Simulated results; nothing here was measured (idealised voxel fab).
The following process module bears the name voxel gate over fins.
Cross-sectional view cut (width: 185 nm; square cell size: 5 nm).
Notation: cross-section as square-cell grid; stated in bands, top first, going down; one or more cell rows per band.
Within each band entry, the heights of the top and of the bottom of the band appear first, in that order and in nm; the materials of the band then follow from left to right, each with its corresponding width in nm. The designation "everywhere" on a single material indicates that it fills the band from edge to edge; the designation "blank" indicates empty space.
The reference from which all heights are counted is 0, the level beneath which the as-received wafer is entirely one material; the lowest band, having no lower bound, proceeds downward and is written after the example "0 and below".
You'd read "30..40" like this: the band's top row of cells is as wide as the first number, its bottom row is as wide as the second, and going down, every row changes width by the same amount as the row before did.
For the purposes of this document, the phrase "changes: none" attached to a step denotes that no cell within the cross-section was modified by that step.
Closed-off voids: empty space of 8 cells or more with no open way to the top, each as width x height at its distance from the left edge, in nm
It should be noted that, on the line of a given step, the content following the step's settings is a remark produced by the simulator itself with respect to that step.
overlay nm, on a step with a mask: how far to the right of its planned place the mask lay; to the left if negative

**Planned process steps**
1 RECEIVE,material Si
2 CONFORMAL_DEP,material SiN,thk nm 5
3 DIRECTIONAL_DEP,material aC,thk nm 15
4 PATTERN,tone cover,mask id FINS,material resist,width nm 15,pitch nm 45,thk nm 35,overlay nm 0
5 DIRECTIONAL_ETCH,etch materials aC,depth nm 15
6 STRIP,etch materials resist
7 DIRECTIONAL_ETCH,etch materials SiN,depth nm 5
8 DIRECTIONAL_ETCH,etch materials Si,depth nm 30
9 STRIP,etch materials aC
10 OXIDIZE,depth nm 5
11 FILL_DEP,material SiO2,thk nm 5
12 CMP,height nm 5
13 SELECTIVE_ETCH,etch materials SiO2,depth nm 20
14 STRIP,etch materials SiN
15 CONFORMAL_DEP,material HfO2,thk nm 5
16 CONFORMAL_DEP,material TiN,thk nm 5
17 FILL_DEP,material W,thk nm 15
18 CMP,height nm 20
19 CONFORMAL_DEP,material SiCN,thk nm 5

**as received, after step 1**
  0 and below | Si everywhere
  Closed-off voids: none

**The cross-section shown corresponds to the wafer at the conclusion of the module. The initial structure and the process plan are those presented above; however, one mistake occurred in executing the plan**
  25 down to 20 | SiCN everywhere
  20 down to 10 | W everywhere
  10 down to 5 | W=35, then HfO2=25, then W=20, then HfO2=25, then W=20, then HfO2=25, then W=35
  5 down to 0 | W=35, then HfO2=5, then TiN=15, then HfO2=5, then W=20, then HfO2=5, then TiN=15, then HfO2=5, then W=20, then HfO2=5, then TiN=15, then HfO2=5, then W=35
  0 down to -5 | W=35, then HfO2=5, then TiN=5, then Si=5, then TiN=5, then HfO2=5, then W=20, then HfO2=5, then TiN=5, then Si=5, then TiN=5, then HfO2=5, then W=20, then HfO2=5, then TiN=5, then Si=5, then TiN=5, then HfO2=5, then W=35
  -5 down to -10 | HfO2=40, then TiN=5, then Si=5, then TiN=5, then HfO2=30, then TiN=5, then Si=5, then TiN=5, then HfO2=30, then TiN=5, then Si=5, then TiN=5, then HfO2=40
  -10 down to -15 | TiN=45, then Si=5, then TiN=40, then Si=5, then TiN=40, then Si=5, then TiN=45
  -15 down to -35 | SiO2=45, then Si=5, then SiO2=40, then Si=5, then SiO2=40, then Si=5, then SiO2=45
  -35 and below | Si everywhere
  Closed-off voids: none
Diagnosis: plan steps 15 and 16 run swapped
